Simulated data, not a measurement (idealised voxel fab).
process module | voxel released beams
cross-section cut | 205 nm wide | cells 5 nm
A cross-section is a grid of square cells, given in bands from the top down. A band is one or more rows of cells.
Each band's line starts with the height of the band's top and of its bottom, in nm. Then come its materials from left to right, each with its width in nm. One material with "throughout" fills the band from edge to edge. "air" is empty space.
Height 0 is the level under which the wafer as received is all one material. The lowest band goes on downwards, as in "0 down".
A width such as "30 to 40" changes by the same amount from each row of cells to the next, from the band's top row to its bottom row.
"no change" after a step means that no cell of the cross-section changed.
closed voids: empty space of 8 cells or more with no open way to the top, each as width x height at its distance from the left edge, in nm
after a step's settings: what the simulator itself notes on the step
overlay nm, on a step with a mask: how far to the right of its planned place the mask lay; to the left if negative
plan
1 op RECEIVE | material Si
2 op CONFORMAL_DEP | material Al2O3 | thk nm 10
3 op DIRECTIONAL_DEP | material SiO2 | thk nm 10
4 op DIRECTIONAL_DEP | material aC | thk nm 10
5 op PATTERN | tone open | mask id ANCHOR | material resist | width nm 35 | thk nm 25 | overlay nm 0
6 op DIRECTIONAL_ETCH | etch materials aC | depth nm 10
7 op STRIP | etch materials resist
8 op DIRECTIONAL_ETCH | etch materials SiO2 | depth nm 10
9 op STRIP | etch materials aC
10 op CONFORMAL_DEP | material polySi | thk nm 15
11 op MASKED_ETCH | tone cover | mask id BEAM | width nm 85 | etch materials polySi | depth nm 15 | overlay nm 0
12 op STRIP | etch materials SiO2
as received, after step 1
  0 down: Si throughout
  closed voids: none
first wafer at the end, as planned
  35 to 25: air 55 | polySi 20 | air 5 | polySi 60 | air 65
  25 to 20: air 55 | polySi 85 | air 65
  20 to 10: air 60 | polySi 35 | air 110
  10 to 0: Al2O3 throughout
  0 down: Si throughout
  closed voids: none
second wafer at the end: like start, like plan, one mistake
  35 to 30: air 55 | polySi 20 | air 5 | polySi 60 | air 65
  30 to 25: polySi 75 | air 5 | polySi 125
  25 to 20: polySi throughout
  20 to 10: SiO2 60 | polySi 35 | SiO2 110
  10 to 0: Al2O3 throughout
  0 down: Si throughout
  closed voids: none
what went wrong: step 11 ran as: op MASKED_ETCH | tone cover | mask id BEAM | width nm 85 | etch materials polySi | depth nm 5 | overlay nm 0
at the end the second wafer has, in cells: 68 more of SiO2 | 48 more of polySi
